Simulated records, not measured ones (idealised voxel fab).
Process module name: voxel ribs on slabs
Section shown: cut. Width: 140 nm. Cell size: 5 nm, square.
Heads up, the way a cross-section reads in here is a grid of square cells, handed over as bands from the top down, with every band being one or more rows of cells.
Basically the band line says how high the top is and how high the bottom is, in nm, and then what's in it from left to right, every material with its width in nm. Empty space shows up as "blank", and if a single material carries "everywhere" it runs the full band edge to edge.
Basically, 0 is our baseline, since under it the wafer straight out of the box is all one material. The bottom band has no lower end and keeps on going down, so it looks like "from 0 down".
You'd read "30..40" like this: the band's top row of cells is as wide as the first number, its bottom row is as wide as the second, and going down, every row changes width by the same amount as the row before did.
Where a step carries "no change occurred", the cross-section came out of it unchanged, cell for cell.
Enclosed voids (no open way to top), threshold 8 cells or more, entry "Closed void register", notation width x height at distance, distance from left edge, nm.
On a step's line, text after the settings is the simulator commenting on that step.
overlay nm: mask right of planned place by this much (step with mask). Neg. = left.

Listed below are the process steps as planned
1 op RECEIVE | material Si
2 op DIRECTIONAL_DEP | material SiO2 | thk nm 20
3 op DIRECTIONAL_DEP | material SiN | thk nm 15
4 op DIRECTIONAL_DEP | material aC | thk nm 15
5 op PATTERN | tone cover | mask id RIB | material resist | width nm 25 | thk nm 35 | overlay nm 0
6 op DIRECTIONAL_ETCH | etch materials aC | depth nm 15
7 op STRIP | etch materials resist
8 op DIRECTIONAL_ETCH | etch materials SiN | depth nm 10
9 op STRIP | etch materials aC
10 op DIRECTIONAL_DEP | material aC | thk nm 10
11 op PATTERN | tone cover | mask id SLAB | material resist | width nm 75 | thk nm 30 | overlay nm 0
12 op DIRECTIONAL_ETCH | etch materials aC | depth nm 10
13 op STRIP | etch materials resist
14 op DIRECTIONAL_ETCH | etch materials SiN | depth nm 5
15 op STRIP | etch materials aC
16 op FILL_DEP | material SiO2 | thk nm 20
17 op CMP | height nm 50
18 op DIRECTIONAL_DEP | material W | thk nm 10
19 op MASKED_ETCH | tone cover | mask id HEATER | width nm 35 | etch materials W | depth nm 10 | overlay nm 0
20 op CONFORMAL_DEP | material SiO2 | thk nm 10

This is the cross-section of the wafer as we received it, i.e. after step 1
  from 0 down: Si everywhere
  Closed void register: none

Run as planned - first of the two wafers cross-sectioned at the end of the module
  from 70 to 60: blank (40), SiO2 (55), blank (45)
  from 60 to 50: SiO2 (50), W (35), SiO2 (55)
  from 50 to 35: SiO2 everywhere
  from 35 to 25: SiO2 (55), SiN (25), SiO2 (60)
  from 25 to 20: SiO2 (30), SiN (75), SiO2 (35)
  from 20 to 0: SiO2 everywhere
  from 0 down: Si everywhere
  Closed void register: none

So this is wafer number two of the two, cut at the end of the module - it started where the first did and had the same plan, we just got one thing wrong running it
  from 70 to 60: blank (40), SiO2 (55), blank (45)
  from 60 to 50: SiO2 (50), W (35), SiO2 (55)
  from 50 to 40: SiO2 (55..30), SiN (25..75), SiO2 (60..35)
  from 40 to 0: SiO2 everywhere
  from 0 down: Si everywhere
  Closed void register: none
Here's what went sideways: heads up, step 2 of the plan got done twice
Wafer comparison, final, in cells, second relative to first, materials more or fewer: SiN -5, SiO2 +5
